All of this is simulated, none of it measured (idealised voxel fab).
Name of the process module below: voxel transistor to metal
Square cells of 5 nm make up the cross-section cut, whose width is 180 nm.
Cross-section = grid of square cells, listed top down in bands; band = one or more rows.
Within each band entry, the heights of the top and of the bottom of the band appear first, in that order and in nm; the materials of the band then follow from left to right, each with its corresponding width in nm. The designation "edge to edge" on a single material indicates that it fills the band from edge to edge; the designation "air" indicates empty space.
Ref level 0: as-received wafer is one material below here. Bottom band extends down with no lower bound ("top 0, no bottom").
It should be noted that a width expressed as "30..40" varies in equal increments from row to row of cells within the band, taking the value of the first number at the top row and that of the second number at the bottom row.
A step reported as "no alterations made" is a step in which no cell of the cross-section changed.
For the entry "Trapped void list", the listed items are empty spaces with no open way to the top whose size is 8 cells or more; each item follows the pattern width x height at distance, where distance is from the left edge and all three are in nm.
Whatever follows a step's settings on its line is a remark the simulator itself makes about that step.
The "overlay nm" setting may appear on a step's line; for a step that uses a mask, it gives how far to the right of its planned position the mask lay, and a negative value indicates the left.
In what follows, pairs of cross-sections are presented, each taken before and after one process step, with the after cross-section shown only down to the lowest band that was altered; the step, together with its settings, is stated below the pair. The pairs may stem from different runs of this module on the same starting wafer; accordingly, a pair should be taken as continuing from the one above it solely where its entry headed "Status quo ante" indicates as much.
**Status quo ante**
- top 0, no bottom: Si edge to edge
- Trapped void list: none
**Post-Step Section View**
- top 5, bottom 0: SiO2 edge to edge
- Anything lower than 0 is untouched.
- Trapped void list: none
Which step turns the before cross-section above into the after cross-section? CONFORMAL_DEP,material SiO2,thk nm 5
Status quo ante: just use the after drawing of the pair above as your starting point.
**Post-Step Section View**
- top 20, bottom 5: SiN edge to edge
- Anything lower than 5 is untouched.
- Trapped void list: none
Which step turns the before cross-section above into the after cross-section? CONFORMAL_DEP,material SiN,thk nm 15
Status quo ante: just use the after drawing of the pair above as your starting point.
**Post-Step Section View**
- top 20, bottom 5: air (30), then SiN (115), then air (35)
- Anything lower than 5 is untouched.
- Trapped void list: none
Which step turns the before cross-section above into the after cross-section? MASKED_ETCH,tone cover,mask id ACTIVE,width nm 115,etch materials SiN,depth nm 15,overlay nm 0
Status quo ante: just use the after drawing of the pair above as your starting point.
**Post-Step Section View**
- top 20, bottom 5: air (30), then SiN (115), then air (35)
- top 5, bottom 0: air (30), then SiO2 (115), then air (35)
- Anything lower than 0 is untouched.
- Trapped void list: none
Which step turns the before cross-section above into the after cross-section? MASKED_ETCH,tone cover,mask id ACTIVE,width nm 115,etch materials SiO2,depth nm 5,overlay nm 0
Status quo ante: just use the after drawing of the pair above as your starting point.
**Post-Step Section View**
- top 20, bottom 5: air (30), then SiN (115), then air (35)
- top 5, bottom 0: air (30), then SiO2 (115), then air (35)
- top 0, bottom -25: air (30), then Si (115), then air (35)
- Anything lower than -25 is untouched.
- Trapped void list: none
Which step turns the before cross-section above into the after cross-section? MASKED_ETCH,tone cover,mask id ACTIVE,width nm 115,etch materials Si,depth nm 25,overlay nm 0
Status quo ante: just use the after drawing of the pair above as your starting point.
**Post-Step Section View**
- top 20, bottom 5: air (30), then SiN (115), then air (35)
- top 5, bottom 0: air (30), then SiO2 (115), then air (35)
- top 0, bottom -25: air (30), then SiO2 (5), then Si (105), then SiO2 (5), then air (35)
- top -25, bottom -30: SiO2 (35), then Si (105), then SiO2 (40)
- Anything lower than -30 is untouched.
- Trapped void list: none
Which step turns the before cross-section above into the after cross-section? OXIDIZE,depth nm 5
Status quo ante: just use the after drawing of the pair above as your starting point.
**Post-Step Section View**
- top 30, bottom 20: SiO2 edge to edge
- top 20, bottom 5: SiO2 (30), then SiN (115), then SiO2 (35)
- top 5, bottom 0: SiO2 edge to edge
- top 0, bottom -30: SiO2 (35), then Si (105), then SiO2 (40)
- Anything lower than -30 is untouched.
- Trapped void list: none
Which step turns the before cross-section above into the after cross-section? FILL_DEP,material SiO2,thk nm 10
Status quo ante: just use the after drawing of the pair above as your starting point.
**Post-Step Section View**
- top 20, bottom 5: SiO2 (30), then SiN (115), then SiO2 (35)
- Anything lower than 5 is untouched.
- Trapped void list: none
Which step turns the before cross-section above into the after cross-section? CMP,height nm 20
Status quo ante: just use the after drawing of the pair above as your starting point.
**Post-Step Section View**
- top 20, bottom 5: air (30), then SiN (115), then air (35)
- Anything lower than 5 is untouched.
- Trapped void list: none
Which step turns the before cross-section above into the after cross-section? SELECTIVE_ETCH,etch materials SiO2,depth nm 15
Status quo ante: just use the after drawing of the pair above as your starting point.
**Post-Step Section View**
- top 5, bottom 0: SiO2 edge to edge
- Anything lower than 0 is untouched.
- Trapped void list: none
Which step turns the before cross-section above into the after cross-section? STRIP,etch materials SiN
Status quo ante: just use the after drawing of the pair above as your starting point.
**Post-Step Section View**
- top 0, bottom -30: SiO2 (35), then Si (105), then SiO2 (40)
- Anything lower than -30 is untouched.
- Trapped void list: none
Which step turns the before cross-section above into the after cross-section? SELECTIVE_ETCH,etch materials SiO2,depth nm 5
Status quo ante: just use the after drawing of the pair above as your starting point.
**Post-Step Section View**
- top 0, bottom -5: SiO2 edge to edge
- Anything lower than -5 is untouched.
- Trapped void list: none
Which step turns the before cross-section above into the after cross-section? OXIDIZE,depth nm 5
Status quo ante: just use the after drawing of the pair above as your starting point.
**Post-Step Section View**
- top 30, bottom 0: polySi edge to edge
- Anything lower than 0 is untouched.
- Trapped void list: none
Which step turns the before cross-section above into the after cross-section? DIRECTIONAL_DEP,material polySi,thk nm 30
Status quo ante: just use the after drawing of the pair above as your starting point.
**Post-Step Section View**
- top 45, bottom 30: SiCN edge to edge
- Anything lower than 30 is untouched.
- Trapped void list: none
Which step turns the before cross-section above into the after cross-section? DIRECTIONAL_DEP,material SiCN,thk nm 15
Status quo ante: just use the after drawing of the pair above as your starting point.
**Post-Step Section View**
- top 60, bottom 45: air (75), then resist (25), then air (80)
- Anything lower than 45 is untouched.
- Trapped void list: none
Which step turns the before cross-section above into the after cross-section? PATTERN,tone cover,mask id GATE,material resist,width nm 25,thk nm 15,overlay nm 0
Status quo ante: just use the after drawing of the pair above as your starting point.
**Post-Step Section View**
- top 60, bottom 45: air (75), then resist (25), then air (80)
- top 45, bottom 30: air (75), then SiCN (25), then air (80)
- Anything lower than 30 is untouched.
- Trapped void list: none
Which step turns the before cross-section above into the after cross-section? DIRECTIONAL_ETCH,etch materials SiCN,depth nm 25
Status quo ante: just use the after drawing of the pair above as your starting point.
**Post-Step Section View**
- top 60, bottom 45: air (75), then resist (25), then air (80)
- top 45, bottom 30: air (75), then SiCN (25), then air (80)
- top 30, bottom 0: air (75), then polySi (25), then air (80)
- Anything lower than 0 is untouched.
- Trapped void list: none
Which step turns the before cross-section above into the after cross-section? DIRECTIONAL_ETCH,etch materials polySi,depth nm 40
Status quo ante: just use the after drawing of the pair above as your starting point.
**Post-Step Section View**
- top 45, bottom 30: air (75), then SiCN (25), then air (80)
- Anything lower than 30 is untouched.
- Trapped void list: none
Which step turns the before cross-section above into the after cross-section? STRIP,etch materials resist
Status quo ante: just use the after drawing of the pair above as your starting point.
**Post-Step Section View**
- top 55, bottom 45: air (65), then SiN (45), then air (70)
- top 45, bottom 30: air (65), then SiN (10), then SiCN (25), then SiN (10), then air (70)
- top 30, bottom 10: air (65), then SiN (10), then polySi (25), then SiN (10), then air (70)
- top 10, bottom 0: SiN (75), then polySi (25), then SiN (80)
- Anything lower than 0 is untouched.
- Trapped void list: none
Which step turns the before cross-section above into the after cross-section? CONFORMAL_DEP,material SiN,thk nm 10
Status quo ante: just use the after drawing of the pair above as your starting point.
**Post-Step Section View**
- top 45, bottom 30: air (65), then SiN (10), then SiCN (25), then SiN (10), then air (70)
- top 30, bottom 0: air (65), then SiN (10), then polySi (25), then SiN (10), then air (70)
- Anything lower than 0 is untouched.
- Trapped void list: none
Which step turns the before cross-section above into the after cross-section? DIRECTIONAL_ETCH,etch materials SiN,depth nm 10
Status quo ante: just use the after drawing of the pair above as your starting point.
**Post-Step Section View**
- top 45, bottom 30: air (65), then SiN (10), then SiCN (25), then SiN (10), then air (70)
- top 30, bottom 0: air (65), then SiN (10), then polySi (25), then SiN (10), then air (70)
- top 0, bottom -5: air (65), then SiO2 (45), then air (70)
- Anything lower than -5 is untouched.
- Trapped void list: none
Which step turns the before cross-section above into the after cross-section? DIRECTIONAL_ETCH,etch materials SiO2,depth nm 5
Status quo ante: just use the after drawing of the pair above as your starting point.
**Post-Step Section View**
- top 45, bottom 30: air (65), then SiN (10), then SiCN (25), then SiN (10), then air (70)
- top 30, bottom 0: air (65), then SiN (10), then polySi (25), then SiN (10), then air (70)
- top 0, bottom -5: air (65), then SiO2 (45), then air (70)
- top -5, bottom -15: SiO2 (35), then air (30), then Si (45), then air (30), then SiO2 (40)
- Anything lower than -15 is untouched.
- Trapped void list: none
Which step turns the before cross-section above into the after cross-section? DIRECTIONAL_ETCH,etch materials Si,depth nm 10
Status quo ante: just use the after drawing of the pair above as your starting point.
**Post-Step Section View**
- top 45, bottom 30: air (65), then SiN (10), then SiCN (25), then SiN (10), then air (70)
- top 30, bottom 10: air (65), then SiN (10), then polySi (25), then SiN (10), then air (70)
- top 10, bottom 0: air (50), then pSi (15), then SiN (10), then polySi (25), then SiN (10), then pSi (15), then air (55)
- top 0, bottom -5: air (30), then pSi (35), then SiO2 (45), then pSi (35), then air (35)
- top -5, bottom -15: SiO2 (35), then pSi (30), then Si (45), then pSi (30), then SiO2 (40)
- Anything lower than -15 is untouched.
- Trapped void list: none
Which step turns the before cross-section above into the after cross-section? EPI,material pSi,thk nm 15
Status quo ante: just use the after drawing of the pair above as your starting point.
**Post-Step Section View**
- top 55, bottom 45: SiO2 edge to edge
- top 45, bottom 30: SiO2 (65), then SiN (10), then SiCN (25), then SiN (10), then SiO2 (70)
- top 30, bottom 10: SiO2 (65), then SiN (10), then polySi (25), then SiN (10), then SiO2 (70)
- top 10, bottom 0: SiO2 (50), then pSi (15), then SiN (10), then polySi (25), then SiN (10), then pSi (15), then SiO2 (55)
- top 0, bottom -5: SiO2 (30), then pSi (35), then SiO2 (45), then pSi (35), then SiO2 (35)
- Anything lower than -5 is untouched.
- Trapped void list: none
Which step turns the before cross-section above into the after cross-section? FILL_DEP,material SiO2,thk nm 10
Status quo ante: just use the after drawing of the pair above as your starting point.
**Post-Step Section View**
- top 45, bottom 30: SiO2 (65), then SiN (10), then SiCN (25), then SiN (10), then SiO2 (70)
- Anything lower than 30 is untouched.
- Trapped void list: none
Which step turns the before cross-section above into the after cross-section? CMP,height nm 45
Status quo ante: just use the after drawing of the pair above as your starting point.
**Post-Step Section View**
- top 60, bottom 45: SiO2 edge to edge
- Anything lower than 45 is untouched.
- Trapped void list: none
Which step turns the before cross-section above into the after cross-section? DIRECTIONAL_DEP,material SiO2,thk nm 15
Status quo ante: just use the after drawing of the pair above as your starting point.
**Post-Step Section View**
- top 75, bottom 60: aC edge to edge
- Anything lower than 60 is untouched.
- Trapped void list: none
Which step turns the before cross-section above into the after cross-section? DIRECTIONAL_DEP,material aC,thk nm 15
Status quo ante: just use the after drawing of the pair above as your starting point.
**Post-Step Section View**
- top 105, bottom 75: resist (40), then air (15), then resist (65), then air (15), then resist (45)
- Anything lower than 75 is untouched.
- Trapped void list: none
Which step turns the before cross-section above into the after cross-section? PATTERN,tone open,mask id CONTACT,material resist,width nm 15,pitch nm 80,thk nm 30,overlay nm 0
Status quo ante: just use the after drawing of the pair above as your starting point.
**Post-Step Section View**
- top 90, bottom 75: resist (40), then air (15), then resist (65), then air (15), then resist (45)
- top 75, bottom 60: aC (40), then air (15), then aC (65), then air (15), then aC (45)
- Anything lower than 60 is untouched.
- Trapped void list: none
Which step turns the before cross-section above into the after cross-section? DIRECTIONAL_ETCH,etch materials aC,depth nm 15
Status quo ante: just use the after drawing of the pair above as your starting point.
**Post-Step Section View**
- top 75, bottom 60: aC (40), then air (15), then aC (65), then air (15), then aC (45)
- Anything lower than 60 is untouched.
- Trapped void list: none
Which step turns the before cross-section above into the after cross-section? STRIP,etch materials resist
Status quo ante: just use the after drawing of the pair above as your starting point.
**Post-Step Section View**
- top 75, bottom 60: aC (40), then air (15), then aC (65), then air (15), then aC (45)
- top 60, bottom 45: SiO2 (40), then air (15), then SiO2 (65), then air (15), then SiO2 (45)
- top 45, bottom 30: SiO2 (40), then air (15), then SiO2 (10), then SiN (10), then SiCN (25), then SiN (10), then SiO2 (10), then air (15), then SiO2 (45)
- top 30, bottom 10: SiO2 (40), then air (15), then SiO2 (10), then SiN (10), then polySi (25), then SiN (10), then SiO2 (10), then air (15), then SiO2 (45)
- top 10, bottom 0: SiO2 (40), then air (10), then pSi (15), then SiN (10), then polySi (25), then SiN (10), then pSi (15), then air (10), then SiO2 (45)
- Anything lower than 0 is untouched.
- Trapped void list: none
Which step turns the before cross-section above into the after cross-section? DIRECTIONAL_ETCH,etch materials SiO2,depth nm 60
Status quo ante: just use the after drawing of the pair above as your starting point.
**Post-Step Section View**
- top 60, bottom 45: SiO2 (40), then air (15), then SiO2 (65), then air (15), then SiO2 (45)
- Anything lower than 45 is untouched.
- Trapped void list: none
Which step turns the before cross-section above into the after cross-section? STRIP,etch materials aC
Status quo ante: just use the after drawing of the pair above as your starting point.
**Post-Step Section View**
- top 65, bottom 60: TiN (45), then air (5), then TiN (75), then air (5), then TiN (50)
- top 60, bottom 45: SiO2 (40), then TiN (5), then air (5), then TiN (5), then SiO2 (65), then TiN (5), then air (5), then TiN (5), then SiO2 (45)
- top 45, bottom 30: SiO2 (40), then TiN (5), then air (5), then TiN (5), then SiO2 (10), then SiN (10), then SiCN (25), then SiN (10), then SiO2 (10), then TiN (5), then air (5), then TiN (5), then SiO2 (45)
- top 30, bottom 15: SiO2 (40), then TiN (5), then air (5), then TiN (5), then SiO2 (10), then SiN (10), then polySi (25), then SiN (10), then SiO2 (10), then TiN (5), then air (5), then TiN (5), then SiO2 (45)
- top 15, bottom 10: SiO2 (40), then TiN (15), then SiO2 (10), then SiN (10), then polySi (25), then SiN (10), then SiO2 (10), then TiN (15), then SiO2 (45)
- top 10, bottom 0: SiO2 (40), then TiN (10), then pSi (15), then SiN (10), then polySi (25), then SiN (10), then pSi (15), then TiN (10), then SiO2 (45)
- Anything lower than 0 is untouched.
- Trapped void list: none
Which step turns the before cross-section above into the after cross-section? CONFORMAL_DEP,material TiN,thk nm 5
Status quo ante: just use the after drawing of the pair above as your starting point.
**Post-Step Section View**
- top 70, bottom 65: Ru edge to edge
- top 65, bottom 60: TiN (45), then Ru (5), then TiN (75), then Ru (5), then TiN (50)
- top 60, bottom 45: SiO2 (40), then TiN (5), then Ru (5), then TiN (5), then SiO2 (65), then TiN (5), then Ru (5), then TiN (5), then SiO2 (45)
- top 45, bottom 30: SiO2 (40), then TiN (5), then Ru (5), then TiN (5), then SiO2 (10), then SiN (10), then SiCN (25), then SiN (10), then SiO2 (10), then TiN (5), then Ru (5), then TiN (5), then SiO2 (45)
- top 30, bottom 15: SiO2 (40), then TiN (5), then Ru (5), then TiN (5), then SiO2 (10), then SiN (10), then polySi (25), then SiN (10), then SiO2 (10), then TiN (5), then Ru (5), then TiN (5), then SiO2 (45)
- Anything lower than 15 is untouched.
- Trapped void list: none
Which step turns the before cross-section above into the after cross-section? FILL_DEP,material Ru,thk nm 5
Status quo ante: just use the after drawing of the pair above as your starting point.
**Post-Step Section View**
- top 60, bottom 45: SiO2 (40), then TiN (5), then Ru (5), then TiN (5), then SiO2 (65), then TiN (5), then Ru (5), then TiN (5), then SiO2 (45)
- Anything lower than 45 is untouched.
- Trapped void list: none
Which step turns the before cross-section above into the after cross-section? CMP,height nm 60
Status quo ante: just use the after drawing of the pair above as your starting point.
**Post-Step Section View**
- top 65, bottom 60: SiN edge to edge
- Anything lower than 60 is untouched.
- Trapped void list: none
Which step turns the before cross-section above into the after cross-section? CONFORMAL_DEP,material SiN,thk nm 5
Status quo ante: just use the after drawing of the pair above as your starting point.
**Post-Step Section View**
- top 80, bottom 65: SiO2 edge to edge
- Anything lower than 65 is untouched.
- Trapped void list: none
Which step turns the before cross-section above into the after cross-section? DIRECTIONAL_DEP,material SiO2,thk nm 15
Status quo ante: just use the after drawing of the pair above as your starting point.
**Post-Step Section View**
- top 90, bottom 80: aC edge to edge
- Anything lower than 80 is untouched.
- Trapped void list: none
Which step turns the before cross-section above into the after cross-section? DIRECTIONAL_DEP,material aC,thk nm 10
Status quo ante: just use the after drawing of the pair above as your starting point.
**Post-Step Section View**
- top 120, bottom 90: resist (40), then air (15), then resist (65), then air (15), then resist (45)
- Anything lower than 90 is untouched.
- Trapped void list: none
Which step turns the before cross-section above into the after cross-section? PATTERN,tone open,mask id METAL_1,material resist,width nm 15,pitch nm 80,thk nm 30,overlay nm 0
Status quo ante: just use the after drawing of the pair above as your starting point.
**Post-Step Section View**
- top 110, bottom 90: resist (40), then air (15), then resist (65), then air (15), then resist (45)
- top 90, bottom 80: aC (40), then air (15), then aC (65), then air (15), then aC (45)
- Anything lower than 80 is untouched.
- Trapped void list: none
Which step turns the before cross-section above into the after cross-section? DIRECTIONAL_ETCH,etch materials aC,depth nm 10
Status quo ante: just use the after drawing of the pair above as your starting point.
**Post-Step Section View**
- top 90, bottom 80: aC (40), then air (15), then aC (65), then air (15), then aC (45)
- Anything lower than 80 is untouched.
- Trapped void list: none
Which step turns the before cross-section above into the after cross-section? STRIP,etch materials resist
Status quo ante: just use the after drawing of the pair above as your starting point.
**Post-Step Section View**
- top 90, bottom 80: aC (40), then air (15), then aC (65), then air (15), then aC (45)
- top 80, bottom 65: SiO2 (40), then air (15), then SiO2 (65), then air (15), then SiO2 (45)
- Anything lower than 65 is untouched.
- Trapped void list: none
Which step turns the before cross-section above into the after cross-section? DIRECTIONAL_ETCH,etch materials SiO2,depth nm 15
Status quo ante: just use the after drawing of the pair above as your starting point.
**Post-Step Section View**
- top 90, bottom 80: aC (40), then air (15), then aC (65), then air (15), then aC (45)
- top 80, bottom 65: SiO2 (40), then air (15), then SiO2 (65), then air (15), then SiO2 (45)
- top 65, bottom 60: SiN (40), then air (15), then SiN (65), then air (15), then SiN (45)
- Anything lower than 60 is untouched.
- Trapped void list: none
Which step turns the before cross-section above into the after cross-section? DIRECTIONAL_ETCH,etch materials SiN,depth nm 5
Status quo ante: just use the after drawing of the pair above as your starting point.
**Post-Step Section View**
- top 80, bottom 65: SiO2 (40), then air (15), then SiO2 (65), then air (15), then SiO2 (45)
- Anything lower than 65 is untouched.
- Trapped void list: none
Which step turns the before cross-section above into the after cross-section? STRIP,etch materials aC
Status quo ante: just use the after drawing of the pair above as your starting point.
**Post-Step Section View**
- top 85, bottom 80: TiN (45), then air (5), then TiN (75), then air (5), then TiN (50)
- top 80, bottom 65: SiO2 (40), then TiN (5), then air (5), then TiN (5), then SiO2 (65), then TiN (5), then air (5), then TiN (5), then SiO2 (45)
- top 65, bottom 60: SiN (40), then TiN (15), then SiN (65), then TiN (15), then SiN (45)
- Anything lower than 60 is untouched.
- Trapped void list: none
Which step turns the before cross-section above into the after cross-section? CONFORMAL_DEP,material TiN,thk nm 5
Status quo ante: just use the after drawing of the pair above as your starting point.
**Post-Step Section View**
- top 90, bottom 85: Ru edge to edge
- top 85, bottom 80: TiN (45), then Ru (5), then TiN (75), then Ru (5), then TiN (50)
- top 80, bottom 65: SiO2 (40), then TiN (5), then Ru (5), then TiN (5), then SiO2 (65), then TiN (5), then Ru (5), then TiN (5), then SiO2 (45)
- Anything lower than 65 is untouched.
- Trapped void list: none
Which step turns the before cross-section above into the after cross-section? FILL_DEP,material Ru,thk nm 5
Status quo ante: just use the after drawing of the pair above as your starting point.
**Post-Step Section View**
- top 80, bottom 65: SiO2 (40), then TiN (5), then Ru (5), then TiN (5), then SiO2 (65), then TiN (5), then Ru (5), then TiN (5), then SiO2 (45)
- Anything lower than 65 is untouched.
- Trapped void list: none
Which step turns the before cross-section above into the after cross-section? CMP,height nm 80
Status quo ante: just use the after drawing of the pair above as your starting point.
**Post-Step Section View**
- top 85, bottom 80: SiCN edge to edge
- Anything lower than 80 is untouched.
- Trapped void list: none
Which step turns the before cross-section above into the after cross-section? CONFORMAL_DEP,material SiCN,thk nm 5
Status quo ante: just use the after drawing of the pair above as your starting point.
**Post-Step Section View**
- top 115, bottom 85: SiO2 edge to edge
- Anything lower than 85 is untouched.
- Trapped void list: none
Which step turns the before cross-section above into the after cross-section? DIRECTIONAL_DEP,material SiO2,thk nm 30
Status quo ante: just use the after drawing of the pair above as your starting point.
**Post-Step Section View**
- top 125, bottom 115: aC edge to edge
- Anything lower than 115 is untouched.
- Trapped void list: none
Which step turns the before cross-section above into the after cross-section? DIRECTIONAL_DEP,material aC,thk nm 10
Status quo ante: just use the after drawing of the pair above as your starting point.
**Post-Step Section View**
- top 150, bottom 125: resist (40), then air (15), then resist (65), then air (15), then resist (45)
- Anything lower than 125 is untouched.
- Trapped void list: none
Which step turns the before cross-section above into the after cross-section? PATTERN,tone open,mask id METAL_2,material resist,width nm 15,pitch nm 80,thk nm 25,overlay nm 0
Status quo ante: just use the after drawing of the pair above as your starting point.
**Post-Step Section View**
- top 140, bottom 125: resist (40), then air (15), then resist (65), then air (15), then resist (45)
- top 125, bottom 115: aC (40), then air (15), then aC (65), then air (15), then aC (45)
- Anything lower than 115 is untouched.
- Trapped void list: none
Which step turns the before cross-section above into the after cross-section? DIRECTIONAL_ETCH,etch materials aC,depth nm 10
Status quo ante: just use the after drawing of the pair above as your starting point.
**Post-Step Section View**
- top 125, bottom 115: aC (40), then air (15), then aC (65), then air (15), then aC (45)
- Anything lower than 115 is untouched.
- Trapped void list: none
Which step turns the before cross-section above into the after cross-section? STRIP,etch materials resist
Status quo ante: just use the after drawing of the pair above as your starting point.
**Post-Step Section View**
- top 125, bottom 115: aC (40), then air (15), then aC (65), then air (15), then aC (45)
- top 115, bottom 95: SiO2 (40), then air (15), then SiO2 (65), then air (15), then SiO2 (45)
- Anything lower than 95 is untouched.
- Trapped void list: none
Which step turns the before cross-section above into the after cross-section? DIRECTIONAL_ETCH,etch materials SiO2,depth nm 20
Status quo ante: just use the after drawing of the pair above as your starting point.
**Post-Step Section View**
- top 115, bottom 95: SiO2 (40), then air (15), then SiO2 (65), then air (15), then SiO2 (45)
- Anything lower than 95 is untouched.
- Trapped void list: none
Which step turns the before cross-section above into the after cross-section? STRIP,etch materials aC
Status quo ante: just use the after drawing of the pair above as your starting point.
**Post-Step Section View**
- top 115, bottom 85: SiO2 (40), then air (15), then SiO2 (65), then air (15), then SiO2 (45)
- Anything lower than 85 is untouched.
- Trapped void list: none
Which step turns the before cross-section above into the after cross-section? MASKED_ETCH,tone open,mask id METAL_2_HOLES,width nm 15,pitch nm 80,etch materials SiO2,depth nm 10,overlay nm 0
Status quo ante: just use the after drawing of the pair above as your starting point.
**Post-Step Section View**
- top 115, bottom 85: SiO2 (40), then air (15), then SiO2 (65), then air (15), then SiO2 (45)
- top 85, bottom 80: SiCN (40), then air (15), then SiCN (65), then air (15), then SiCN (45)
- Anything lower than 80 is untouched.
- Trapped void list: none
Which step turns the before cross-section above into the after cross-section? MASKED_ETCH,tone open,mask id METAL_2_HOLES,width nm 15,pitch nm 80,etch materials SiCN,depth nm 5,overlay nm 0
Status quo ante: just use the after drawing of the pair above as your starting point.
**Post-Step Section View**
- top 120, bottom 115: TiN (45), then air (5), then TiN (75), then air (5), then TiN (50)
- top 115, bottom 85: SiO2 (40), then TiN (5), then air (5), then TiN (5), then SiO2 (65), then TiN (5), then air (5), then TiN (5), then SiO2 (45)
- top 85, bottom 80: SiCN (40), then TiN (15), then SiCN (65), then TiN (15), then SiCN (45)
- Anything lower than 80 is untouched.
- Trapped void list: none
Which step turns the before cross-section above into the after cross-section? CONFORMAL_DEP,material TiN,thk nm 5
Status quo ante: just use the after drawing of the pair above as your starting point.
**Post-Step Section View**
- top 130, bottom 120: Cu edge to edge
- top 120, bottom 115: TiN (45), then Cu (5), then TiN (75), then Cu (5), then TiN (50)
- top 115, bottom 85: SiO2 (40), then TiN (5), then Cu (5), then TiN (5), then SiO2 (65), then TiN (5), then Cu (5), then TiN (5), then SiO2 (45)
- Anything lower than 85 is untouched.
- Trapped void list: none
Which step turns the before cross-section above into the after cross-section? FILL_DEP,material Cu,thk nm 10
Status quo ante: just use the after drawing of the pair above as your starting point.
**Post-Step Section View**
- top 115, bottom 85: SiO2 (40), then TiN (5), then Cu (5), then TiN (5), then SiO2 (65), then TiN (5), then Cu (5), then TiN (5), then SiO2 (45)
- Anything lower than 85 is untouched.
- Trapped void list: none
Which step turns the before cross-section above into the after cross-section? CMP,height nm 115
Status quo ante: just use the after drawing of the pair above as your starting point.
**Post-Step Section View**
- top 120, bottom 115: SiN edge to edge
- Anything lower than 115 is untouched.
- Trapped void list: none
Which step turns the before cross-section above into the after cross-section? CONFORMAL_DEP,material SiN,thk nm 5
**Status quo ante**
- top 130, bottom 120: Cu edge to edge
- top 120, bottom 115: TiN (45), then Cu (5), then TiN (75), then Cu (5), then TiN (50)
- top 115, bottom 85: SiO2 (40), then TiN (5), then Cu (5), then TiN (5), then SiO2 (65), then TiN (5), then Cu (5), then TiN (5), then SiO2 (45)
- top 85, bottom 80: SiCN (40), then TiN (15), then SiCN (65), then TiN (15), then SiCN (45)
- top 80, bottom 65: SiO2 (40), then TiN (5), then Ru (5), then TiN (5), then SiO2 (65), then TiN (5), then Ru (5), then TiN (5), then SiO2 (45)
- top 65, bottom 60: SiN (40), then TiN (15), then SiN (65), then TiN (15), then SiN (45)
- top 60, bottom 45: SiO2 (40), then TiN (5), then Ru (5), then TiN (5), then SiO2 (65), then TiN (5), then Ru (5), then TiN (5), then SiO2 (45)
- top 45, bottom 30: SiO2 (40), then TiN (5), then Ru (5), then TiN (5), then SiO2 (10), then SiN (10), then SiCN (25), then SiN (10), then SiO2 (10), then TiN (5), then Ru (5), then TiN (5), then SiO2 (45)
- top 30, bottom 15: SiO2 (40), then TiN (5), then Ru (5), then TiN (5), then SiO2 (10), then SiN (10), then polySi (25), then SiN (10), then SiO2 (10), then TiN (5), then Ru (5), then TiN (5), then SiO2 (45)
- top 15, bottom 10: SiO2 (40), then TiN (15), then SiO2 (10), then SiN (10), then polySi (25), then SiN (10), then SiO2 (10), then TiN (15), then SiO2 (45)
- top 10, bottom 0: SiO2 (40), then TiN (10), then pSi (15), then SiN (10), then polySi (25), then SiN (10), then pSi (15), then TiN (10), then SiO2 (45)
- top 0, bottom -5: SiO2 (30), then pSi (35), then SiO2 (45), then pSi (35), then SiO2 (35)
- top -5, bottom -15: SiO2 (35), then pSi (30), then Si (45), then pSi (30), then SiO2 (40)
- top -15, bottom -30: SiO2 (35), then Si (105), then SiO2 (40)
- top -30, no bottom: Si edge to edge
- Trapped void list: none
**Post-Step Section View**
- top 135, bottom 130: SiN edge to edge
- Anything lower than 130 is untouched.
- Trapped void list: none
Which step turns the before cross-section above into the after cross-section? CONFORMAL_DEP,material SiN,thk nm 5
**Status quo ante**
- top 45, bottom 30: SiCN edge to edge
- top 30, bottom 0: polySi edge to edge
- top 0, bottom -5: SiO2 edge to edge
- top -5, bottom -30: SiO2 (35), then Si (105), then SiO2 (40)
- top -30, no bottom: Si edge to edge
- Trapped void list: none
**Post-Step Section View**
- top 60, bottom 30: SiCN edge to edge
- Anything lower than 30 is untouched.
- Trapped void list: none
Which step turns the before cross-section above into the after cross-section? DIRECTIONAL_DEP,material SiCN,thk nm 15
Status quo ante: just use the after drawing of the pair above as your starting point.
**Post-Step Section View**
- top 75, bottom 60: air (75), then resist (25), then air (80)
- Anything lower than 60 is untouched.
- Trapped void list: none
Which step turns the before cross-section above into the after cross-section? PATTERN,tone cover,mask id GATE,material resist,width nm 25,thk nm 15,overlay nm 0
Status quo ante: just use the after drawing of the pair above as your starting point.
**Post-Step Section View**
- top 75, bottom 60: air (75), then resist (25), then air (80)
- top 60, bottom 35: air (75), then SiCN (25), then air (80)
- Anything lower than 35 is untouched.
- Trapped void list: none
Which step turns the before cross-section above into the after cross-section? DIRECTIONAL_ETCH,etch materials SiCN,depth nm 25
Status quo ante: just use the after drawing of the pair above as your starting point.
**Post-Step Section View**
- top 60, bottom 35: air (75), then SiCN (25), then air (80)
- Anything lower than 35 is untouched.
- Trapped void list: none
Which step turns the before cross-section above into the after cross-section? STRIP,etch materials resist
Status quo ante: just use the after drawing of the pair above as your starting point.
**Post-Step Section View**
- top 70, bottom 60: air (65), then SiN (45), then air (70)
- top 60, bottom 45: air (65), then SiN (10), then SiCN (25), then SiN (10), then air (70)
- top 45, bottom 35: SiN (75), then SiCN (25), then SiN (80)
- Anything lower than 35 is untouched.
- Trapped void list: none
Which step turns the before cross-section above into the after cross-section? CONFORMAL_DEP,material SiN,thk nm 10
Status quo ante: just use the after drawing of the pair above as your starting point.
**Post-Step Section View**
- top 60, bottom 35: air (65), then SiN (10), then SiCN (25), then SiN (10), then air (70)
- Anything lower than 35 is untouched.
- Trapped void list: none
Which step turns the before cross-section above into the after cross-section? DIRECTIONAL_ETCH,etch materials SiN,depth nm 10
Status quo ante: just use the after drawing of the pair above as your starting point.
**Post-Step Section View**
- top 70, bottom 60: SiO2 edge to edge
- top 60, bottom 35: SiO2 (65), then SiN (10), then SiCN (25), then SiN (10), then SiO2 (70)
- Anything lower than 35 is untouched.
- Trapped void list: none
Which step turns the before cross-section above into the after cross-section? FILL_DEP,material SiO2,thk nm 10
Status quo ante: just use the after drawing of the pair above as your starting point.
**Post-Step Section View**
- top 45, bottom 35: SiO2 (65), then SiN (10), then SiCN (25), then SiN (10), then SiO2 (70)
- Anything lower than 35 is untouched.
- Trapped void list: none
Which step turns the before cross-section above into the after cross-section? CMP,height nm 45
Status quo ante: just use the after drawing of the pair above as your starting point.
**Post-Step Section View**
- top 60, bottom 45: SiO2 edge to edge
- Anything lower than 45 is untouched.
- Trapped void list: none
Which step turns the before cross-section above into the after cross-section? DIRECTIONAL_DEP,material SiO2,thk nm 15
Status quo ante: just use the after drawing of the pair above as your starting point.
**Post-Step Section View**
- top 75, bottom 60: aC edge to edge
- Anything lower than 60 is untouched.
- Trapped void list: none
Which step turns the before cross-section above into the after cross-section? DIRECTIONAL_DEP,material aC,thk nm 15
